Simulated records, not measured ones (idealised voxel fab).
process module | voxel wiring stack
cross-section cut | 155 nm wide | cells 5 nm
A cross-section is a grid of square cells, given in bands from the top down. A band is one or more rows of cells.
Each band's line starts with the height of the band's top and of its bottom, in nm. Then come its materials from left to right, each with its width in nm. One material with "throughout" fills the band from edge to edge. "air" is empty space.
Height 0 is the level under which the wafer as received is all one material. The lowest band goes on downwards, as in "0 down".
A width such as "30 to 40" changes by the same amount from each row of cells to the next, from the band's top row to its bottom row.
"no change" after a step means that no cell of the cross-section changed.
closed voids: empty space of 8 cells or more with no open way to the top, each as width x height at its distance from the left edge, in nm
after a step's settings: what the simulator itself notes on the step
overlay nm, on a step with a mask: how far to the right of its planned place the mask lay; to the left if negative
plan
1 op RECEIVE | material Si
2 op CONFORMAL_DEP | material SiO2 | thk nm 15
3 op DIRECTIONAL_DEP | material TiN | thk nm 5
4 op DIRECTIONAL_DEP | material Ru | thk nm 20
5 op PATTERN | tone cover | mask id METAL_1 | material resist | width nm 20 | pitch nm 35 | thk nm 15 | overlay nm 0
6 op DIRECTIONAL_ETCH | etch materials Ru | depth nm 20
7 op DIRECTIONAL_ETCH | etch materials TiN | depth nm 5
8 op STRIP | etch materials resist
9 op CONFORMAL_DEP | material SiN | thk nm 5
10 op FILL_DEP | material SiO2 | thk nm 5
11 op CMP | height nm 40
12 op CONFORMAL_DEP | material SiCN | thk nm 5
13 op DIRECTIONAL_DEP | material SiO2 | thk nm 10
14 op PATTERN | tone open | mask id PLUG_1 | material resist | width nm 15 | pitch nm 70 | thk nm 15 | overlay nm 0
15 op DIRECTIONAL_ETCH | etch materials SiO2 | depth nm 10
16 op DIRECTIONAL_ETCH | etch materials SiCN | depth nm 5
17 op STRIP | etch materials resist
18 op CONFORMAL_DEP | material TiN | thk nm 5
19 op FILL_DEP | material Cu | thk nm 5
20 op CMP | height nm 55
21 op CONFORMAL_DEP | material SiN | thk nm 5
22 op DIRECTIONAL_DEP | material lowk | thk nm 25
23 op DIRECTIONAL_DEP | material aC | thk nm 15
24 op PATTERN | tone open | mask id METAL_2 | material resist | width nm 20 | pitch nm 35 | thk nm 30 | overlay nm 0
25 op DIRECTIONAL_ETCH | etch materials aC | depth nm 15
26 op STRIP | etch materials resist
27 op DIRECTIONAL_ETCH | etch materials lowk | depth nm 25
28 op DIRECTIONAL_ETCH | etch materials SiN | depth nm 5
29 op STRIP | etch materials aC
30 op CONFORMAL_DEP | material TiN | thk nm 5
31 op FILL_DEP | material Cu | thk nm 10
32 op CMP | height nm 85
33 op EPI | material Ru | thk nm 5
34 op FILL_DEP | material SiCN | thk nm 5
35 op DIRECTIONAL_DEP | material SiO2 | thk nm 20
36 op PATTERN | tone open | mask id PLUG_2 | material resist | width nm 15 | pitch nm 35 | thk nm 15 | overlay nm 0
37 op DIRECTIONAL_ETCH | etch materials SiO2 | depth nm 20
38 op DIRECTIONAL_ETCH | etch materials SiCN | depth nm 5
39 op STRIP | etch materials resist
40 op EPI | material Ru | thk nm 10
41 op EPI | material Ru | thk nm 10
42 op EPI | material Ru | thk nm 5
43 op CONFORMAL_DEP | material SiN | thk nm 5
44 op DIRECTIONAL_DEP | material lowk | thk nm 15
45 op MASKED_ETCH | tone open | mask id METAL_3 | width nm 20 | pitch nm 35 | etch materials lowk | depth nm 15 | overlay nm 0
46 op MASKED_ETCH | tone open | mask id METAL_3 | width nm 20 | pitch nm 35 | etch materials SiN | depth nm 5 | overlay nm 0
47 op CONFORMAL_DEP | material TiN | thk nm 5
48 op FILL_DEP | material Cu | thk nm 5
49 op CMP | height nm 135
50 op CONFORMAL_DEP | material SiN | thk nm 5
first wafer, as planned
as received, after step 1
  0 down: Si throughout
  closed voids: none
after step 2
  15 to 0: SiO2 throughout
  below 0: unchanged
after step 3
  20 to 15: TiN throughout
  below 15: unchanged
after step 4
  40 to 20: Ru throughout
  below 20: unchanged
after step 5
  55 to 40: air 30 | resist 20 | air 15 | resist 20 | air 15 | resist 20 | air 35
  below 40: unchanged
after step 6
  55 to 40: air 30 | resist 20 | air 15 | resist 20 | air 15 | resist 20 | air 35
  40 to 20: air 30 | Ru 20 | air 15 | Ru 20 | air 15 | Ru 20 | air 35
  below 20: unchanged
after step 7
  55 to 40: air 30 | resist 20 | air 15 | resist 20 | air 15 | resist 20 | air 35
  40 to 20: air 30 | Ru 20 | air 15 | Ru 20 | air 15 | Ru 20 | air 35
  20 to 15: air 30 | TiN 20 | air 15 | TiN 20 | air 15 | TiN 20 | air 35
  below 15: unchanged
after step 8
  40 to 20: air 30 | Ru 20 | air 15 | Ru 20 | air 15 | Ru 20 | air 35
  below 20: unchanged
after step 9
  45 to 40: air 25 | SiN 30 | air 5 | SiN 30 | air 5 | SiN 30 | air 30
  40 to 20: air 25 | SiN 5 | Ru 20 | SiN 5 | air 5 | SiN 5 | Ru 20 | SiN 5 | air 5 | SiN 5 | Ru 20 | SiN 5 | air 30
  20 to 15: SiN 30 | TiN 20 | SiN 15 | TiN 20 | SiN 15 | TiN 20 | SiN 35
  below 15: unchanged
after step 10
  50 to 45: SiO2 throughout
  45 to 40: SiO2 25 | SiN 30 | SiO2 5 | SiN 30 | SiO2 5 | SiN 30 | SiO2 30
  40 to 20: SiO2 25 | SiN 5 | Ru 20 | SiN 5 | SiO2 5 | SiN 5 | Ru 20 | SiN 5 | SiO2 5 | SiN 5 | Ru 20 | SiN 5 | SiO2 30
  below 20: unchanged
after step 11
  40 to 20: SiO2 25 | SiN 5 | Ru 20 | SiN 5 | SiO2 5 | SiN 5 | Ru 20 | SiN 5 | SiO2 5 | SiN 5 | Ru 20 | SiN 5 | SiO2 30
  below 20: unchanged
after step 12
  45 to 40: SiCN throughout
  below 40: unchanged
after step 13
  55 to 45: SiO2 throughout
  below 45: unchanged
after step 14
  70 to 55: resist 30 | air 15 | resist 55 | air 15 | resist 40
  below 55: unchanged
after step 15
  70 to 55: resist 30 | air 15 | resist 55 | air 15 | resist 40
  55 to 45: SiO2 30 | air 15 | SiO2 55 | air 15 | SiO2 40
  below 45: unchanged
after step 16
  70 to 55: resist 30 | air 15 | resist 55 | air 15 | resist 40
  55 to 45: SiO2 30 | air 15 | SiO2 55 | air 15 | SiO2 40
  45 to 40: SiCN 30 | air 15 | SiCN 55 | air 15 | SiCN 40
  below 40: unchanged
after step 17
  55 to 45: SiO2 30 | air 15 | SiO2 55 | air 15 | SiO2 40
  below 45: unchanged
after step 18
  60 to 55: TiN 35 | air 5 | TiN 65 | air 5 | TiN 45
  55 to 45: SiO2 30 | TiN 5 | air 5 | TiN 5 | SiO2 55 | TiN 5 | air 5 | TiN 5 | SiO2 40
  45 to 40: SiCN 30 | TiN 15 | SiCN 55 | TiN 15 | SiCN 40
  below 40: unchanged
after step 19
  65 to 60: Cu throughout
  60 to 55: TiN 35 | Cu 5 | TiN 65 | Cu 5 | TiN 45
  55 to 45: SiO2 30 | TiN 5 | Cu 5 | TiN 5 | SiO2 55 | TiN 5 | Cu 5 | TiN 5 | SiO2 40
  below 45: unchanged
after step 20
  55 to 45: SiO2 30 | TiN 5 | Cu 5 | TiN 5 | SiO2 55 | TiN 5 | Cu 5 | TiN 5 | SiO2 40
  below 45: unchanged
after step 21
  60 to 55: SiN throughout
  below 55: unchanged
after step 22
  85 to 60: lowk throughout
  below 60: unchanged
after step 23
  100 to 85: aC throughout
  below 85: unchanged
after step 24
  130 to 100: resist 30 | air 20 | resist 15 | air 20 | resist 15 | air 20 | resist 35
  below 100: unchanged
after step 25
  115 to 100: resist 30 | air 20 | resist 15 | air 20 | resist 15 | air 20 | resist 35
  100 to 85: aC 30 | air 20 | aC 15 | air 20 | aC 15 | air 20 | aC 35
  below 85: unchanged
after step 26
  100 to 85: aC 30 | air 20 | aC 15 | air 20 | aC 15 | air 20 | aC 35
  below 85: unchanged
after step 27
  100 to 85: aC 30 | air 20 | aC 15 | air 20 | aC 15 | air 20 | aC 35
  85 to 60: lowk 30 | air 20 | lowk 15 | air 20 | lowk 15 | air 20 | lowk 35
  below 60: unchanged
after step 28
  100 to 85: aC 30 | air 20 | aC 15 | air 20 | aC 15 | air 20 | aC 35
  85 to 60: lowk 30 | air 20 | lowk 15 | air 20 | lowk 15 | air 20 | lowk 35
  60 to 55: SiN 30 | air 20 | SiN 15 | air 20 | SiN 15 | air 20 | SiN 35
  below 55: unchanged
after step 29
  85 to 60: lowk 30 | air 20 | lowk 15 | air 20 | lowk 15 | air 20 | lowk 35
  below 60: unchanged
after step 30
  90 to 85: TiN 35 | air 10 | TiN 25 | air 10 | TiN 25 | air 10 | TiN 40
  85 to 60: lowk 30 | TiN 5 | air 10 | TiN 5 | lowk 15 | TiN 5 | air 10 | TiN 5 | lowk 15 | TiN 5 | air 10 | TiN 5 | lowk 35
  60 to 55: SiN 30 | TiN 20 | SiN 15 | TiN 20 | SiN 15 | TiN 20 | SiN 35
  below 55: unchanged
after step 31
  100 to 90: Cu throughout
  90 to 85: TiN 35 | Cu 10 | TiN 25 | Cu 10 | TiN 25 | Cu 10 | TiN 40
  85 to 60: lowk 30 | TiN 5 | Cu 10 | TiN 5 | lowk 15 | TiN 5 | Cu 10 | TiN 5 | lowk 15 | TiN 5 | Cu 10 | TiN 5 | lowk 35
  below 60: unchanged
after step 32
  85 to 60: lowk 30 | TiN 5 | Cu 10 | TiN 5 | lowk 15 | TiN 5 | Cu 10 | TiN 5 | lowk 15 | TiN 5 | Cu 10 | TiN 5 | lowk 35
  below 60: unchanged
after step 33
  90 to 85: air 25 | Ru 30 | air 5 | Ru 30 | air 5 | Ru 30 | air 30
  below 85: unchanged
after step 34
  95 to 90: SiCN throughout
  90 to 85: SiCN 25 | Ru 30 | SiCN 5 | Ru 30 | SiCN 5 | Ru 30 | SiCN 30
  below 85: unchanged
after step 35
  115 to 95: SiO2 throughout
  below 95: unchanged
after step 36
  130 to 115: resist 30 | air 15 | resist 20 | air 15 | resist 20 | air 15 | resist 40
  below 115: unchanged
after step 37
  130 to 115: resist 30 | air 15 | resist 20 | air 15 | resist 20 | air 15 | resist 40
  115 to 95: SiO2 30 | air 15 | SiO2 20 | air 15 | SiO2 20 | air 15 | SiO2 40
  below 95: unchanged
after step 38
  130 to 115: resist 30 | air 15 | resist 20 | air 15 | resist 20 | air 15 | resist 40
  115 to 95: SiO2 30 | air 15 | SiO2 20 | air 15 | SiO2 20 | air 15 | SiO2 40
  95 to 90: SiCN 30 | air 15 | SiCN 20 | air 15 | SiCN 20 | air 15 | SiCN 40
  below 90: unchanged
after step 39
  115 to 95: SiO2 30 | air 15 | SiO2 20 | air 15 | SiO2 20 | air 15 | SiO2 40
  below 95: unchanged
after step 40
  115 to 100: SiO2 30 | air 15 | SiO2 20 | air 15 | SiO2 20 | air 15 | SiO2 40
  100 to 95: SiO2 30 | Ru 15 | SiO2 20 | Ru 15 | SiO2 20 | Ru 15 | SiO2 40
  95 to 85: SiCN 30 to 25 | Ru 15 to 30 | SiCN 20 to 5 | Ru 15 to 30 | SiCN 20 to 5 | Ru 15 to 30 | SiCN 40 to 30
  below 85: unchanged
after step 41
  115 to 110: SiO2 30 | air 15 | SiO2 20 | air 15 | SiO2 20 | air 15 | SiO2 40
  110 to 95: SiO2 30 | Ru 15 | SiO2 20 | Ru 15 | SiO2 20 | Ru 15 | SiO2 40
  below 95: unchanged
after step 42
  115 to 95: SiO2 30 | Ru 15 | SiO2 20 | Ru 15 | SiO2 20 | Ru 15 | SiO2 40
  below 95: unchanged
after step 43
  120 to 115: SiN throughout
  below 115: unchanged
after step 44
  135 to 120: lowk throughout
  below 120: unchanged
after step 45
  135 to 120: lowk 30 | air 20 | lowk 15 | air 20 | lowk 15 | air 20 | lowk 35
  below 120: unchanged
after step 46
  135 to 120: lowk 30 | air 20 | lowk 15 | air 20 | lowk 15 | air 20 | lowk 35
  120 to 115: SiN 30 | air 20 | SiN 15 | air 20 | SiN 15 | air 20 | SiN 35
  below 115: unchanged
after step 47
  140 to 135: TiN 35 | air 10 | TiN 25 | air 10 | TiN 25 | air 10 | TiN 40
  135 to 120: lowk 30 | TiN 5 | air 10 | TiN 5 | lowk 15 | TiN 5 | air 10 | TiN 5 | lowk 15 | TiN 5 | air 10 | TiN 5 | lowk 35
  120 to 115: SiN 30 | TiN 20 | SiN 15 | TiN 20 | SiN 15 | TiN 20 | SiN 35
  below 115: unchanged
after step 48
  145 to 140: Cu throughout
  140 to 135: TiN 35 | Cu 10 | TiN 25 | Cu 10 | TiN 25 | Cu 10 | TiN 40
  135 to 120: lowk 30 | TiN 5 | Cu 10 | TiN 5 | lowk 15 | TiN 5 | Cu 10 | TiN 5 | lowk 15 | TiN 5 | Cu 10 | TiN 5 | lowk 35
  below 120: unchanged
after step 49
  135 to 120: lowk 30 | TiN 5 | Cu 10 | TiN 5 | lowk 15 | TiN 5 | Cu 10 | TiN 5 | lowk 15 | TiN 5 | Cu 10 | TiN 5 | lowk 35
  below 120: unchanged
after step 50
  140 to 135: SiN throughout
  below 135: unchanged
second wafer: like start, like plan, one mistake. Through step 45 it matches the first wafer
when step 46 should have ended
  135 to 120: lowk 30 | air 20 | lowk 15 | air 20 | lowk 15 | air 20 | lowk 35
  120 to 115: SiN 30 | air 10 | SiN 25 | air 10 | SiN 25 | air 10 | SiN 45
  below 115: unchanged
when step 47 should have ended
  140 to 135: TiN 35 | air 10 | TiN 25 | air 10 | TiN 25 | air 10 | TiN 40
  135 to 125: lowk 30 | TiN 5 | air 10 | TiN 5 | lowk 15 | TiN 5 | air 10 | TiN 5 | lowk 15 | TiN 5 | air 10 | TiN 5 | lowk 35
  125 to 120: lowk 30 | TiN 20 | lowk 15 | TiN 20 | lowk 15 | TiN 20 | lowk 35
  120 to 115: SiN 30 | TiN 10 | SiN 25 | TiN 10 | SiN 25 | TiN 10 | SiN 45
  below 115: unchanged
when step 48 should have ended
  145 to 140: Cu throughout
  140 to 135: TiN 35 | Cu 10 | TiN 25 | Cu 10 | TiN 25 | Cu 10 | TiN 40
  135 to 125: lowk 30 | TiN 5 | Cu 10 | TiN 5 | lowk 15 | TiN 5 | Cu 10 | TiN 5 | lowk 15 | TiN 5 | Cu 10 | TiN 5 | lowk 35
  below 125: unchanged
when step 49 should have ended
  135 to 125: lowk 30 | TiN 5 | Cu 10 | TiN 5 | lowk 15 | TiN 5 | Cu 10 | TiN 5 | lowk 15 | TiN 5 | Cu 10 | TiN 5 | lowk 35
  below 125: unchanged
when step 50 should have ended
  140 to 135: SiN throughout
  below 135: unchanged
what went wrong: step 46 ran as: op MASKED_ETCH | tone open | mask id METAL_3 | width nm 20 | pitch nm 35 | etch materials SiN | depth nm 5 | overlay nm -10
at the end the second wafer has, in cells: 6 fewer of Cu | 6 more of SiN
